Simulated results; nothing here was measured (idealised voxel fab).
Documented hereafter: the process module known as voxel self aligned contacts.
Xsec cut, 150 nm wide, square cell size 5 nm.
Cross-section spec: square-cell grid; bands listed top down; each band is one or more rows.
It is stipulated that each band's entry specify, in nanometres, the height of the top of the band and then that of its bottom, followed by the materials of the band in left-to-right sequence, each together with its width in nanometres. A single material marked by the word "throughout" is understood to fill the band from edge to edge; the word "air" is understood to denote empty space.
We count height from 0. Below that, the starting wafer is all one material. The lowest band never ends at the bottom but goes on down; see "0 down" for how that is written.
Width spec "30->40" -> top row of cells at first value, bottom row at second value, equal per-row change in between.
The designation "no change occurred", where it is given for a processing step, indicates that no cell of the cross-section was altered in the course of that step.
The entry "Voids, fully enclosed" lists the empty spaces that cover at least 8 cells and have no open path to the top. Each is written as width x height at distance, where the distance is measured from the left edge and all three values are in nm.
Where a step's line continues beyond its settings, the continuation is a remark by the simulator itself on that step.
overlay nm: for a step with a mask, the amount by which the mask lay right of where it was planned; a negative amount means left of it.

Set out below are the planned steps of the process:
1) RECEIVE | material Si
2) CONFORMAL_DEP | material SiO2 | thk nm 5
3) DIRECTIONAL_DEP | material polySi | thk nm 30
4) DIRECTIONAL_DEP | material SiN | thk nm 20
5) MASKED_ETCH | tone cover | mask id GATE | width nm 30 | pitch nm 60 | etch materials SiN | depth nm 20 | overlay nm 0
6) MASKED_ETCH | tone cover | mask id GATE | width nm 30 | pitch nm 60 | etch materials polySi | depth nm 30 | overlay nm 0
7) CONFORMAL_DEP | material SiN | thk nm 5
8) DIRECTIONAL_ETCH | etch materials SiN | depth nm 5
9) FILL_DEP | material SiO2 | thk nm 20
10) CMP | height nm 65
11) DIRECTIONAL_DEP | material aC | thk nm 15
12) PATTERN | tone open | mask id CONTACT | material resist | width nm 40 | thk nm 30 | overlay nm 0
13) DIRECTIONAL_ETCH | etch materials aC | depth nm 15
14) STRIP | etch materials resist
15) DIRECTIONAL_ETCH | etch materials SiO2 | depth nm 65
16) STRIP | etch materials aC
17) CONFORMAL_DEP | material TiN | thk nm 5
18) FILL_DEP | material W | thk nm 5
19) CMP | height nm 65
20) CONFORMAL_DEP | material SiN | thk nm 5

Below: the first of two wafers, run as planned:

Cross-section of the wafer at receipt, which is the condition after step 1:
0 down | Si throughout
Voids, fully enclosed: none

Wafer section view after processing step 2:
5 to 0 | SiO2 throughout
Everything under 0 stays put, no change at all.

Wafer section view after processing step 3:
35 to 5 | polySi throughout
Everything under 5 stays put, no change at all.

Wafer section view after processing step 4:
55 to 35 | SiN throughout
Everything under 35 stays put, no change at all.

Wafer section view after processing step 5:
55 to 35 | air 30 nm | SiN 30 nm | air 30 nm | SiN 30 nm | air 30 nm
Everything under 35 stays put, no change at all.

Wafer section view after processing step 6:
55 to 35 | air 30 nm | SiN 30 nm | air 30 nm | SiN 30 nm | air 30 nm
35 to 5 | air 30 nm | polySi 30 nm | air 30 nm | polySi 30 nm | air 30 nm
Everything under 5 stays put, no change at all.

Wafer section view after processing step 7:
60 to 35 | air 25 nm | SiN 40 nm | air 20 nm | SiN 40 nm | air 25 nm
35 to 10 | air 25 nm | SiN 5 nm | polySi 30 nm | SiN 5 nm | air 20 nm | SiN 5 nm | polySi 30 nm | SiN 5 nm | air 25 nm
10 to 5 | SiN 30 nm | polySi 30 nm | SiN 30 nm | polySi 30 nm | SiN 30 nm
Everything under 5 stays put, no change at all.

Wafer section view after processing step 8:
55 to 35 | air 25 nm | SiN 40 nm | air 20 nm | SiN 40 nm | air 25 nm
35 to 5 | air 25 nm | SiN 5 nm | polySi 30 nm | SiN 5 nm | air 20 nm | SiN 5 nm | polySi 30 nm | SiN 5 nm | air 25 nm
Everything under 5 stays put, no change at all.

Wafer section view after processing step 9:
75 to 55 | SiO2 throughout
55 to 35 | SiO2 25 nm | SiN 40 nm | SiO2 20 nm | SiN 40 nm | SiO2 25 nm
35 to 5 | SiO2 25 nm | SiN 5 nm | polySi 30 nm | SiN 5 nm | SiO2 20 nm | SiN 5 nm | polySi 30 nm | SiN 5 nm | SiO2 25 nm
Everything under 5 stays put, no change at all.

Wafer section view after processing step 10:
65 to 55 | SiO2 throughout
Everything under 55 stays put, no change at all.

Wafer section view after processing step 11:
80 to 65 | aC throughout
Everything under 65 stays put, no change at all.

Wafer section view after processing step 12:
110 to 80 | resist 55 nm | air 40 nm | resist 55 nm
Everything under 80 stays put, no change at all.

Wafer section view after processing step 13:
95 to 80 | resist 55 nm | air 40 nm | resist 55 nm
80 to 65 | aC 55 nm | air 40 nm | aC 55 nm
Everything under 65 stays put, no change at all.

Wafer section view after processing step 14:
80 to 65 | aC 55 nm | air 40 nm | aC 55 nm
Everything under 65 stays put, no change at all.

Wafer section view after processing step 15:
80 to 65 | aC 55 nm | air 40 nm | aC 55 nm
65 to 55 | SiO2 55 nm | air 40 nm | SiO2 55 nm
55 to 35 | SiO2 25 nm | SiN 40 nm | air 20 nm | SiN 40 nm | SiO2 25 nm
35 to 5 | SiO2 25 nm | SiN 5 nm | polySi 30 nm | SiN 5 nm | air 20 nm | SiN 5 nm | polySi 30 nm | SiN 5 nm | SiO2 25 nm
5 to 0 | SiO2 65 nm | air 20 nm | SiO2 65 nm
Everything under 0 stays put, no change at all.

Wafer section view after processing step 16:
65 to 55 | SiO2 55 nm | air 40 nm | SiO2 55 nm
Everything under 55 stays put, no change at all.

Wafer section view after processing step 17:
70 to 65 | TiN 60 nm | air 30 nm | TiN 60 nm
65 to 55 | SiO2 55 nm | TiN 5->15 nm | air 30->10 nm | TiN 5->15 nm | SiO2 55 nm
55 to 35 | SiO2 25 nm | SiN 40 nm | TiN 5 nm | air 10 nm | TiN 5 nm | SiN 40 nm | SiO2 25 nm
35 to 5 | SiO2 25 nm | SiN 5 nm | polySi 30 nm | SiN 5 nm | TiN 5 nm | air 10 nm | TiN 5 nm | SiN 5 nm | polySi 30 nm | SiN 5 nm | SiO2 25 nm
5 to 0 | SiO2 65 nm | TiN 20 nm | SiO2 65 nm
Everything under 0 stays put, no change at all.

Wafer section view after processing step 18:
75 to 70 | W throughout
70 to 65 | TiN 60 nm | W 30 nm | TiN 60 nm
65 to 55 | SiO2 55 nm | TiN 5->15 nm | W 30->10 nm | TiN 5->15 nm | SiO2 55 nm
55 to 35 | SiO2 25 nm | SiN 40 nm | TiN 5 nm | W 10 nm | TiN 5 nm | SiN 40 nm | SiO2 25 nm
35 to 5 | SiO2 25 nm | SiN 5 nm | polySi 30 nm | SiN 5 nm | TiN 5 nm | W 10 nm | TiN 5 nm | SiN 5 nm | polySi 30 nm | SiN 5 nm | SiO2 25 nm
Everything under 5 stays put, no change at all.

Wafer section view after processing step 19:
65 to 55 | SiO2 55 nm | TiN 5->15 nm | W 30->10 nm | TiN 5->15 nm | SiO2 55 nm
Everything under 55 stays put, no change at all.

Wafer section view after processing step 20:
70 to 65 | SiN throughout
Everything under 65 stays put, no change at all.

What follows concerns the second wafer, which started out like the first and was meant to follow the very same plan; one mistake crept in when it was run, but everything up to and including step 2 is the same as for the first wafer:

Second wafer, sectioned view, at step 3's planned end time:
65 to 5 | polySi throughout
Everything under 5 stays put, no change at all.

Second wafer, sectioned view, at step 4's planned end time:
85 to 65 | SiN throughout
Everything under 65 stays put, no change at all.

Second wafer, sectioned view, at step 5's planned end time:
85 to 65 | air 30 nm | SiN 30 nm | air 30 nm | SiN 30 nm | air 30 nm
Everything under 65 stays put, no change at all.

Second wafer, sectioned view, at step 6's planned end time:
85 to 65 | air 30 nm | SiN 30 nm | air 30 nm | SiN 30 nm | air 30 nm
65 to 35 | air 30 nm | polySi 30 nm | air 30 nm | polySi 30 nm | air 30 nm
Everything under 35 stays put, no change at all.

Second wafer, sectioned view, at step 7's planned end time:
90 to 65 | air 25 nm | SiN 40 nm | air 20 nm | SiN 40 nm | air 25 nm
65 to 40 | air 25 nm | SiN 5 nm | polySi 30 nm | SiN 5 nm | air 20 nm | SiN 5 nm | polySi 30 nm | SiN 5 nm | air 25 nm
40 to 35 | SiN 30 nm | polySi 30 nm | SiN 30 nm | polySi 30 nm | SiN 30 nm
Everything under 35 stays put, no change at all.

Second wafer, sectioned view, at step 8's planned end time:
85 to 65 | air 25 nm | SiN 40 nm | air 20 nm | SiN 40 nm | air 25 nm
65 to 35 | air 25 nm | SiN 5 nm | polySi 30 nm | SiN 5 nm | air 20 nm | SiN 5 nm | polySi 30 nm | SiN 5 nm | air 25 nm
Everything under 35 stays put, no change at all.

Second wafer, sectioned view, at step 9's planned end time:
105 to 85 | SiO2 throughout
85 to 65 | SiO2 25 nm | SiN 40 nm | SiO2 20 nm | SiN 40 nm | SiO2 25 nm
65 to 35 | SiO2 25 nm | SiN 5 nm | polySi 30 nm | SiN 5 nm | SiO2 20 nm | SiN 5 nm | polySi 30 nm | SiN 5 nm | SiO2 25 nm
Everything under 35 stays put, no change at all.

Second wafer, sectioned view, at step 10's planned end time:
65 to 35 | SiO2 25 nm | SiN 5 nm | polySi 30 nm | SiN 5 nm | SiO2 20 nm | SiN 5 nm | polySi 30 nm | SiN 5 nm | SiO2 25 nm
Everything under 35 stays put, no change at all.

Second wafer, sectioned view, at step 11's planned end time:
80 to 65 | aC throughout
Everything under 65 stays put, no change at all.

Second wafer, sectioned view, at step 12's planned end time:
110 to 80 | resist 55 nm | air 40 nm | resist 55 nm
Everything under 80 stays put, no change at all.

Second wafer, sectioned view, at step 13's planned end time:
95 to 80 | resist 55 nm | air 40 nm | resist 55 nm
80 to 65 | aC 55 nm | air 40 nm | aC 55 nm
Everything under 65 stays put, no change at all.

Second wafer, sectioned view, at step 14's planned end time:
80 to 65 | aC 55 nm | air 40 nm | aC 55 nm
Everything under 65 stays put, no change at all.

Second wafer, sectioned view, at step 15's planned end time:
80 to 65 | aC 55 nm | air 40 nm | aC 55 nm
65 to 35 | SiO2 25 nm | SiN 5 nm | polySi 30 nm | SiN 5 nm | air 20 nm | SiN 5 nm | polySi 30 nm | SiN 5 nm | SiO2 25 nm
Everything under 35 stays put, no change at all.

Second wafer, sectioned view, at step 16's planned end time:
65 to 35 | SiO2 25 nm | SiN 5 nm | polySi 30 nm | SiN 5 nm | air 20 nm | SiN 5 nm | polySi 30 nm | SiN 5 nm | SiO2 25 nm
Everything under 35 stays put, no change at all.

Second wafer, sectioned view, at step 17's planned end time:
70 to 65 | TiN 70 nm | air 10 nm | TiN 70 nm
65 to 40 | SiO2 25 nm | SiN 5 nm | polySi 30 nm | SiN 5 nm | TiN 5 nm | air 10 nm | TiN 5 nm | SiN 5 nm | polySi 30 nm | SiN 5 nm | SiO2 25 nm
40 to 35 | SiO2 25 nm | SiN 5 nm | polySi 30 nm | SiN 5 nm | TiN 20 nm | SiN 5 nm | polySi 30 nm | SiN 5 nm | SiO2 25 nm
Everything under 35 stays put, no change at all.

Second wafer, sectioned view, at step 18's planned end time:
75 to 70 | W throughout
70 to 65 | TiN 70 nm | W 10 nm | TiN 70 nm
65 to 40 | SiO2 25 nm | SiN 5 nm | polySi 30 nm | SiN 5 nm | TiN 5 nm | W 10 nm | TiN 5 nm | SiN 5 nm | polySi 30 nm | SiN 5 nm | SiO2 25 nm
Everything under 40 stays put, no change at all.

Second wafer, sectioned view, at step 19's planned end time:
65 to 40 | SiO2 25 nm | SiN 5 nm | polySi 30 nm | SiN 5 nm | TiN 5 nm | W 10 nm | TiN 5 nm | SiN 5 nm | polySi 30 nm | SiN 5 nm | SiO2 25 nm
Everything under 40 stays put, no change at all.

Second wafer, sectioned view, at step 20's planned end time:
70 to 65 | SiN throughout
Everything under 65 stays put, no change at all.
What broke from the plan during processing? twice over, step 3 of the plan was run
Final tally in cells, some materials are higher or lower on the second wafer than on the first: -64 SiN, -80 SiO2, -18 TiN, -18 W, +180 polySi
